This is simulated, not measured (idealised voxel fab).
The process module that follows is named voxel gate over fins.
Cross-section cut: width 160 nm, square cells of 5 nm.
Cross-sections here: square-cell grids, written as top-down lists of bands, a band being one or more rows of cells.
What a band's entry tells you: where the top is and where the bottom is, as heights in nm, and after that what lies inside, material by material from left to right, each with its width in nm. Empty space is written as the word "air", and a single material marked with the word "everywhere" occupies the band from edge to edge.
Heads up on the height convention: 0 is the point under which the incoming wafer is all one material, and the lowest band has no bottom, it just keeps going down, like "from 0 down".
So if you see something like "30 to 40" for the width, read it as the top row of the band sitting at the first number and the bottom row at the second, with every row in between moving by the same amount as the last.
A step reported as "changes: none" is a step in which no cell of the cross-section changed.
The list in "Closed voids list" covers empty spaces of 8 cells or more that cannot reach the top through any open way, and it gives each as width x height at distance; the distance is from the left edge, and width, height and distance are in nm.
Text after the settings on a step's line: the simulator's own remark on that step.
A step line may carry the setting "overlay nm", which, for steps involving a mask, states the distance by which the mask lay to the right of its intended position; negative values denote displacement to the left.

# Process steps (planned)
step 1: RECEIVE (material Si)
step 2: CONFORMAL_DEP (material SiN; thk nm 10)
step 3: MASKED_ETCH (tone cover; mask id FINS; width nm 15; pitch nm 60; etch materials SiN; depth nm 10; overlay nm 0)
step 4: MASKED_ETCH (tone cover; mask id FINS; width nm 15; pitch nm 60; etch materials Si; depth nm 35; overlay nm 0)
step 5: OXIDIZE (depth nm 5)
step 6: FILL_DEP (material SiO2; thk nm 15)
step 7: CMP (height nm 10)
step 8: MASKED_ETCH (tone open; mask id RAIL; width nm 15; etch materials SiO2; depth nm 40; overlay nm 0)
step 9: CONFORMAL_DEP (material TiN; thk nm 5)
step 10: FILL_DEP (material Ru; thk nm 5)
step 11: CMP (height nm 10)
step 12: SELECTIVE_ETCH (etch materials W Ru TiN; depth nm 25)
step 13: FILL_DEP (material SiO2; thk nm 5)
step 14: CMP (height nm 10)
step 15: SELECTIVE_ETCH (etch materials SiO2; depth nm 20)
step 16: STRIP (etch materials SiN)
step 17: CONFORMAL_DEP (material HfO2; thk nm 5)
step 18: CONFORMAL_DEP (material TiN; thk nm 5)
step 19: CONFORMAL_DEP (material TiAl; thk nm 5)
step 20: CONFORMAL_DEP (material TiN; thk nm 5)
step 21: FILL_DEP (material W; thk nm 10)
step 22: CMP (height nm 25)
step 23: CONFORMAL_DEP (material SiN; thk nm 10)

# As-received wafer cross-section (after step 1)
* from 0 down: Si everywhere
* Closed voids list: none

# Starting structure and process plan are as shown above, but one mistake was made in running the module; the wafer cross-section at the end of the module follows
* from 35 to 25: SiN everywhere
* from 25 to 20: W everywhere
* from 20 to 15: TiN everywhere
* from 15 to 10: TiAl everywhere
* from 10 to 5: TiN everywhere
* from 5 to 0: HfO2 everywhere
* from 0 to -15: 45 of SiO2 / 5 of Si / 55 of SiO2 / 5 of Si / 50 of SiO2
* from -15 to -25: 45 of SiO2 / 5 of Si / 20 of SiO2 / 5 of TiN / 5 of Ru / 5 of TiN / 20 of SiO2 / 5 of Si / 50 of SiO2
* from -25 to -30: 45 of SiO2 / 5 of Si / 20 of SiO2 / 15 of TiN / 20 of SiO2 / 5 of Si / 50 of SiO2
* from -30 to -40: 45 of SiO2 / 5 of Si / 55 of SiO2 / 5 of Si / 50 of SiO2
* from -40 down: Si everywhere
* Closed voids list: none
Deviation noted in wafer processing: note that step 15 departed from the planned setting and was carried out as SELECTIVE_ETCH (etch materials SiO2; depth nm 10)
